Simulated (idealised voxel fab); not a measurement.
process module | voxel local oxidation
cross-section cut | 270 nm wide | cells 5 nm
A cross-section is a grid of square cells, given in bands from the top down. A band is one or more rows of cells.
Each band's line starts with the height of the band's top and of its bottom, in nm. Then come its materials from left to right, each with its width in nm. One material with "throughout" fills the band from edge to edge. "air" is empty space.
Height 0 is the level under which the wafer as received is all one material. The lowest band goes on downwards, as in "0 down".
A width such as "30 to 40" changes by the same amount from each row of cells to the next, from the band's top row to its bottom row.
"no change" after a step means that no cell of the cross-section changed.
closed voids: empty space of 8 cells or more with no open way to the top, each as width x height at its distance from the left edge, in nm
after a step's settings: what the simulator itself notes on the step
overlay nm, on a step with a mask: how far to the right of its planned place the mask lay; to the left if negative
plan
1 op RECEIVE | material Si
2 op OXIDIZE | depth nm 5
3 op CONFORMAL_DEP | material SiN | thk nm 10
4 op DIRECTIONAL_DEP | material aC | thk nm 15
5 op PATTERN | tone cover | mask id ACTIVE | material resist | width nm 120 | thk nm 30 | overlay nm 0
6 op DIRECTIONAL_ETCH | etch materials aC | depth nm 15
7 op STRIP | etch materials resist
8 op DIRECTIONAL_ETCH | etch materials SiN | depth nm 10
9 op STRIP | etch materials aC
10 op SELECTIVE_ETCH | etch materials SiO2 | depth nm 5
11 op OXIDIZE | depth nm 10
12 op STRIP | etch materials SiN
first wafer, as planned
as received, after step 1
  0 down: Si throughout
  closed voids: none
after step 2
  0 to -5: SiO2 throughout
  below -5: unchanged
after step 3
  10 to 0: SiN throughout
  below 0: unchanged
after step 4
  25 to 10: aC throughout
  below 10: unchanged
after step 5
  55 to 25: air 75 | resist 120 | air 75
  below 25: unchanged
after step 6
  40 to 25: air 75 | resist 120 | air 75
  25 to 10: air 75 | aC 120 | air 75
  below 10: unchanged
after step 7
  25 to 10: air 75 | aC 120 | air 75
  below 10: unchanged
after step 8
  25 to 10: air 75 | aC 120 | air 75
  10 to 0: air 75 | SiN 120 | air 75
  below 0: unchanged
after step 9
  10 to 0: air 75 | SiN 120 | air 75
  below 0: unchanged
after step 10
  10 to 0: air 75 | SiN 120 | air 75
  0 to -5: air 80 | SiO2 110 | air 80
  below -5: unchanged
after step 11
  10 to 0: air 75 | SiN 120 | air 75
  0 to -5: air 80 | SiO2 110 | air 80
  -5 to -15: SiO2 90 | Si 90 | SiO2 90
  below -15: unchanged
after step 12
  0 to -5: air 80 | SiO2 110 | air 80
  below -5: unchanged
second wafer: like start, like plan, one mistake. Through step 1 it matches the first wafer
when step 2 should have ended
  0 to -10: SiO2 throughout
  below -10: unchanged
when step 3 should have ended
  10 to 0: SiN throughout
  below 0: unchanged
when step 4 should have ended
  25 to 10: aC throughout
  below 10: unchanged
when step 5 should have ended
  55 to 25: air 75 | resist 120 | air 75
  below 25: unchanged
when step 6 should have ended
  40 to 25: air 75 | resist 120 | air 75
  25 to 10: air 75 | aC 120 | air 75
  below 10: unchanged
when step 7 should have ended
  25 to 10: air 75 | aC 120 | air 75
  below 10: unchanged
when step 8 should have ended
  25 to 10: air 75 | aC 120 | air 75
  10 to 0: air 75 | SiN 120 | air 75
  below 0: unchanged
when step 9 should have ended
  10 to 0: air 75 | SiN 120 | air 75
  below 0: unchanged
when step 10 should have ended
  10 to 0: air 75 | SiN 120 | air 75
  0 to -5: air 80 | SiO2 110 | air 80
  below -5: unchanged
when step 11 should have ended: no change
when step 12 should have ended
  0 to -5: air 80 | SiO2 110 | air 80
  below -5: unchanged
what went wrong: step 2 ran as: op OXIDIZE | depth nm 10
at the end the second wafer has, in cells: 18 more of Si | 18 fewer of SiO2
